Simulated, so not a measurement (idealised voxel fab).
The following is a process module called voxel gate over fins.
Cross-section cut: width 275 nm, square cells of 5 nm.
Notation: cross-section as square-cell grid; stated in bands, top first, going down; one or more cell rows per band.
First you get the band's top height and its bottom height, in nm, and then the materials it's made of, left to right, with each width in nm. If you see a single material with "edge to edge", that one covers the band edge to edge. "blank" is empty space.
The level at which height equals 0 is the one under which the wafer, as it arrives, is entirely one material. No lower edge exists for the bottom band, which continues downward and is notated as in "0 and below".
With a width like "30 to 40", each row of cells in the band differs from the next by the same amount, the top row carrying the first number and the bottom row the second.
Where a step carries "all unchanged", the cross-section came out of it unchanged, cell for cell.
In the "Closed empty spaces" entry, you get each enclosed empty space of 8 cells or more, one with no open way to the top, written width x height at distance, distance from the left edge, in nm.
Text after the settings on a step's line: the simulator's own remark on that step.
overlay nm: mask right of planned place by this much (step with mask). Neg. = left.
PLANNED PROCESS STEPS
1: RECEIVE [material Si]
2: CONFORMAL_DEP [material SiN] [thk nm 10]
3: DIRECTIONAL_DEP [material aC] [thk nm 10]
4: PATTERN [tone cover] [mask id FINS] [material resist] [width nm 15] [pitch nm 55] [thk nm 25] [overlay nm 0]
5: DIRECTIONAL_ETCH [etch materials aC] [depth nm 10]
6: STRIP [etch materials resist]
7: DIRECTIONAL_ETCH [etch materials SiN] [depth nm 10]
8: DIRECTIONAL_ETCH [etch materials Si] [depth nm 40]
9: STRIP [etch materials aC]
10: OXIDIZE [depth nm 5]
11: FILL_DEP [material SiO2] [thk nm 5]
12: CMP [height nm 10]
13: PATTERN [tone open] [mask id RAIL] [material resist] [width nm 15] [thk nm 15] [overlay nm 0]
14: DIRECTIONAL_ETCH [etch materials SiO2] [depth nm 45]
15: STRIP [etch materials resist]
16: CONFORMAL_DEP [material TiN] [thk nm 5]
17: FILL_DEP [material W] [thk nm 10]
18: CMP [height nm 10]
19: SELECTIVE_ETCH [etch materials W Ru TiN] [depth nm 30]
20: FILL_DEP [material SiO2] [thk nm 5]
21: CMP [height nm 10]
22: SELECTIVE_ETCH [etch materials SiO2] [depth nm 25]
23: STRIP [etch materials SiN]
24: CONFORMAL_DEP [material HfO2] [thk nm 5]
25: CONFORMAL_DEP [material TiN] [thk nm 5]
26: CONFORMAL_DEP [material TiAl] [thk nm 5]
27: CONFORMAL_DEP [material TiN] [thk nm 5]
28: FILL_DEP [material W] [thk nm 10]
29: CMP [height nm 25]
30: CONFORMAL_DEP [material SiN] [thk nm 5]
DELIVERED WAFER IN CROSS-SECTION: STATE AFTER STEP 1
> 0 and below | Si edge to edge
> Closed empty spaces: none
WAFER CROSS-SECTION AT MODULE END: FIRST OF TWO, RUN TO PLAN
> 30 down to 25 | SiN edge to edge
> 25 down to 20 | W edge to edge
> 20 down to 15 | W 60 nm; TiN 45 nm; W 10 nm; TiN 45 nm; W 10 nm; TiN 45 nm; W 60 nm
> 15 down to 10 | W 60 nm; TiN 5 nm; TiAl 35 nm; TiN 5 nm; W 10 nm; TiN 5 nm; TiAl 35 nm; TiN 5 nm; W 10 nm; TiN 5 nm; TiAl 35 nm; TiN 5 nm; W 60 nm
> 10 down to 5 | W 60 nm; TiN 5 nm; TiAl 5 nm; TiN 25 nm; TiAl 5 nm; TiN 5 nm; W 10 nm; TiN 5 nm; TiAl 5 nm; TiN 25 nm; TiAl 5 nm; TiN 5 nm; W 10 nm; TiN 5 nm; TiAl 5 nm; TiN 25 nm; TiAl 5 nm; TiN 5 nm; W 60 nm
> 5 down to 0 | TiN 65 nm; TiAl 5 nm; TiN 5 nm; HfO2 15 nm; TiN 5 nm; TiAl 5 nm; TiN 20 nm; TiAl 5 nm; TiN 5 nm; HfO2 15 nm; TiN 5 nm; TiAl 5 nm; TiN 20 nm; TiAl 5 nm; TiN 5 nm; HfO2 15 nm; TiN 5 nm; TiAl 5 nm; TiN 65 nm
> 0 down to -5 | TiAl 70 nm; TiN 5 nm; HfO2 5 nm; Si 5 nm; HfO2 5 nm; TiN 5 nm; TiAl 30 nm; TiN 5 nm; HfO2 5 nm; Si 5 nm; HfO2 5 nm; TiN 5 nm; TiAl 30 nm; TiN 5 nm; HfO2 5 nm; Si 5 nm; HfO2 5 nm; TiN 5 nm; TiAl 70 nm
> -5 down to -10 | TiN 75 nm; HfO2 5 nm; Si 5 nm; HfO2 5 nm; TiN 40 nm; HfO2 5 nm; Si 5 nm; HfO2 5 nm; TiN 40 nm; HfO2 5 nm; Si 5 nm; HfO2 5 nm; TiN 75 nm
> -10 down to -15 | HfO2 80 nm; Si 5 nm; HfO2 50 nm; Si 5 nm; HfO2 50 nm; Si 5 nm; HfO2 80 nm
> -15 down to -20 | SiO2 80 nm; Si 5 nm; SiO2 50 nm; Si 5 nm; SiO2 50 nm; Si 5 nm; SiO2 80 nm
> -20 down to -30 | SiO2 80 nm; Si 5 nm; SiO2 15 nm; TiN 5 nm; W 5 nm; TiN 5 nm; SiO2 20 nm; Si 5 nm; SiO2 50 nm; Si 5 nm; SiO2 80 nm
> -30 down to -35 | SiO2 80 nm; Si 5 nm; SiO2 15 nm; TiN 15 nm; SiO2 20 nm; Si 5 nm; SiO2 50 nm; Si 5 nm; SiO2 80 nm
> -35 down to -45 | SiO2 80 nm; Si 5 nm; SiO2 50 nm; Si 5 nm; SiO2 50 nm; Si 5 nm; SiO2 80 nm
> -45 and below | Si edge to edge
> Closed empty spaces: none
SECOND WAFER THROUGH THE MODULE, SECTIONED AT THE END: SAME BEGINNING AND SAME PLAN AS THE FIRST WAFER, WITH ONE MISTAKE IN CARRYING IT OUT
> 30 down to 25 | SiN edge to edge
> 25 down to 20 | W edge to edge
> 20 down to 15 | W 60 nm; TiN 45 nm; W 10 nm; TiN 45 nm; W 10 nm; TiN 45 nm; W 60 nm
> 15 down to 10 | W 60 nm; TiN 5 nm; TiAl 35 nm; TiN 5 nm; W 10 nm; TiN 5 nm; TiAl 35 nm; TiN 5 nm; W 10 nm; TiN 5 nm; TiAl 35 nm; TiN 5 nm; W 60 nm
> 10 down to 5 | W 60 nm; TiN 5 nm; TiAl 5 nm; TiN 25 nm; TiAl 5 nm; TiN 5 nm; W 10 nm; TiN 5 nm; TiAl 5 nm; TiN 25 nm; TiAl 5 nm; TiN 5 nm; W 10 nm; TiN 5 nm; TiAl 5 nm; TiN 25 nm; TiAl 5 nm; TiN 5 nm; W 60 nm
> 5 down to 0 | W 60 nm; TiN 5 nm; TiAl 5 nm; TiN 5 nm; HfO2 15 nm; TiN 5 nm; TiAl 5 nm; TiN 5 nm; W 10 nm; TiN 5 nm; TiAl 5 nm; TiN 5 nm; HfO2 15 nm; TiN 5 nm; TiAl 5 nm; TiN 5 nm; W 10 nm; TiN 5 nm; TiAl 5 nm; TiN 5 nm; HfO2 15 nm; TiN 5 nm; TiAl 5 nm; TiN 5 nm; W 60 nm
> 0 down to -5 | W 60 nm; TiN 5 nm; TiAl 5 nm; TiN 5 nm; HfO2 5 nm; Si 5 nm; HfO2 5 nm; TiN 5 nm; TiAl 5 nm; TiN 20 nm; TiAl 5 nm; TiN 5 nm; HfO2 5 nm; Si 5 nm; HfO2 5 nm; TiN 5 nm; TiAl 5 nm; TiN 5 nm; W 10 nm; TiN 5 nm; TiAl 5 nm; TiN 5 nm; HfO2 5 nm; Si 5 nm; HfO2 5 nm; TiN 5 nm; TiAl 5 nm; TiN 5 nm; W 60 nm
> -5 down to -10 | W 60 nm; TiN 5 nm; TiAl 5 nm; TiN 5 nm; HfO2 5 nm; Si 5 nm; HfO2 5 nm; TiN 5 nm; TiAl 30 nm; TiN 5 nm; HfO2 5 nm; Si 5 nm; HfO2 5 nm; TiN 5 nm; TiAl 5 nm; TiN 5 nm; W 10 nm; TiN 5 nm; TiAl 5 nm; TiN 5 nm; HfO2 5 nm; Si 5 nm; HfO2 5 nm; TiN 5 nm; TiAl 5 nm; TiN 5 nm; W 60 nm
> -10 down to -15 | W 60 nm; TiN 5 nm; TiAl 5 nm; TiN 5 nm; HfO2 5 nm; Si 5 nm; HfO2 5 nm; TiN 40 nm; HfO2 5 nm; Si 5 nm; HfO2 5 nm; TiN 5 nm; TiAl 5 nm; TiN 5 nm; W 10 nm; TiN 5 nm; TiAl 5 nm; TiN 5 nm; HfO2 5 nm; Si 5 nm; HfO2 5 nm; TiN 5 nm; TiAl 5 nm; TiN 5 nm; W 60 nm
> -15 down to -20 | W 60 nm; TiN 5 nm; TiAl 5 nm; TiN 5 nm; HfO2 5 nm; Si 5 nm; HfO2 5 nm; TiN 5 nm; HfO2 25 nm; TiN 10 nm; HfO2 5 nm; Si 5 nm; HfO2 5 nm; TiN 5 nm; TiAl 5 nm; TiN 5 nm; W 10 nm; TiN 5 nm; TiAl 5 nm; TiN 5 nm; HfO2 5 nm; Si 5 nm; HfO2 5 nm; TiN 5 nm; TiAl 5 nm; TiN 5 nm; W 60 nm
> -20 down to -25 | TiN 65 nm; TiAl 5 nm; TiN 5 nm; HfO2 5 nm; Si 5 nm; HfO2 5 nm; TiN 5 nm; HfO2 5 nm; TiN 5 nm; W 5 nm; TiN 5 nm; HfO2 5 nm; TiN 10 nm; HfO2 5 nm; Si 5 nm; HfO2 5 nm; TiN 5 nm; TiAl 5 nm; TiN 20 nm; TiAl 5 nm; TiN 5 nm; HfO2 5 nm; Si 5 nm; HfO2 5 nm; TiN 5 nm; TiAl 5 nm; TiN 65 nm
> -25 down to -30 | TiAl 70 nm; TiN 5 nm; HfO2 5 nm; Si 5 nm; HfO2 5 nm; TiN 5 nm; HfO2 5 nm; TiN 5 nm; W 5 nm; TiN 5 nm; HfO2 5 nm; TiN 10 nm; HfO2 5 nm; Si 5 nm; HfO2 5 nm; TiN 5 nm; TiAl 30 nm; TiN 5 nm; HfO2 5 nm; Si 5 nm; HfO2 5 nm; TiN 5 nm; TiAl 70 nm
> -30 down to -35 | TiN 75 nm; HfO2 5 nm; Si 5 nm; HfO2 5 nm; TiN 5 nm; HfO2 5 nm; TiN 15 nm; HfO2 5 nm; TiN 10 nm; HfO2 5 nm; Si 5 nm; HfO2 5 nm; TiN 40 nm; HfO2 5 nm; Si 5 nm; HfO2 5 nm; TiN 75 nm
> -35 down to -40 | HfO2 80 nm; Si 5 nm; HfO2 20 nm; SiO2 5 nm; HfO2 25 nm; Si 5 nm; HfO2 50 nm; Si 5 nm; HfO2 80 nm
> -40 down to -45 | SiO2 80 nm; Si 5 nm; SiO2 50 nm; Si 5 nm; SiO2 50 nm; Si 5 nm; SiO2 80 nm
> -45 and below | Si edge to edge
> Closed empty spaces: none
Where did the run depart from the plan? step 22 of the plan was executed twice over
Cell-count delta at end, second wafer over first, by material: 40 more of HfO2, 250 fewer of SiO2, 22 more of TiAl, 56 more of TiN, 132 more of W
